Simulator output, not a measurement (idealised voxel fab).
The name of this process module is voxel released beams.
Cross-section cut spans 285 nm and uses square cells 5 nm in size.
Cross-section layout: square cells on a grid; listed as bands, top to bottom; a band spans one or more cell rows. Basically the band line says how high the top is and how high the bottom is, in nm, and then what's in it from left to right, every material with its width in nm. Empty space shows up as "blank", and if a single material carries "full width" it runs the full band edge to edge. We count height from 0. Below that, the starting wafer is all one material. The lowest band never ends at the bottom but goes on down; see "top 0, no bottom" for how that is written. A two-number width, for instance "30 to 40", indicates that the width is equal to the first number in the top row of the band and to the second number in the bottom row, and that it changes by a constant amount per row of cells. Basically "remained the same" means that step didn't change any cell in the cross-section. The label "Sealed void listing" introduces a list of the empty spaces, 8 cells or larger, that have no open way up to the top; each entry in it reads width x height at distance, where the distance is taken from the left edge and all three are stated in nm. The remark found on a step's line after its settings is issued by the simulator itself and pertains to that step. The "overlay nm" setting may appear on a step's line; for a step that uses a mask, it gives how far to the right of its planned position the mask lay, and a negative value indicates the left.

These are the steps we planned for the process:
1 RECEIVE: material Si
2 CONFORMAL_DEP: material SiN, thk nm 10
3 DIRECTIONAL_DEP: material SiO2, thk nm 10
4 MASKED_ETCH: tone open, mask id ANCHOR, width nm 30, etch materials SiO2, depth nm 10, overlay nm 0
5 CONFORMAL_DEP: material polySi, thk nm 10
6 DIRECTIONAL_DEP: material aC, thk nm 15
7 PATTERN: tone cover, mask id BEAM, material resist, width nm 110, thk nm 30, overlay nm 0
8 DIRECTIONAL_ETCH: etch materials aC, depth nm 15
9 STRIP: etch materials resist
10 DIRECTIONAL_ETCH: etch materials polySi, depth nm 10
11 STRIP: etch materials aC
12 STRIP: etch materials SiO2

Cross-sectional view of the wafer in its as-received condition, corresponding to the state after step 1:
- top 0, no bottom: Si full width
- Sealed void listing: none

Starting structure and process plan are as shown above, but one mistake was made in running the module; the wafer cross-section at the end of the module follows:
- top 30, bottom 20: blank (85) | polySi (15) | blank (10) | polySi (85) | blank (90)
- top 20, bottom 10: blank (90) | polySi (30) | blank (165)
- top 10, bottom 0: polySi full width
- top 0, no bottom: Si full width
- Sealed void listing: none
Here's what went sideways: step 2: run off-plan, actual operation and settings CONFORMAL_DEP: material polySi, thk nm 10
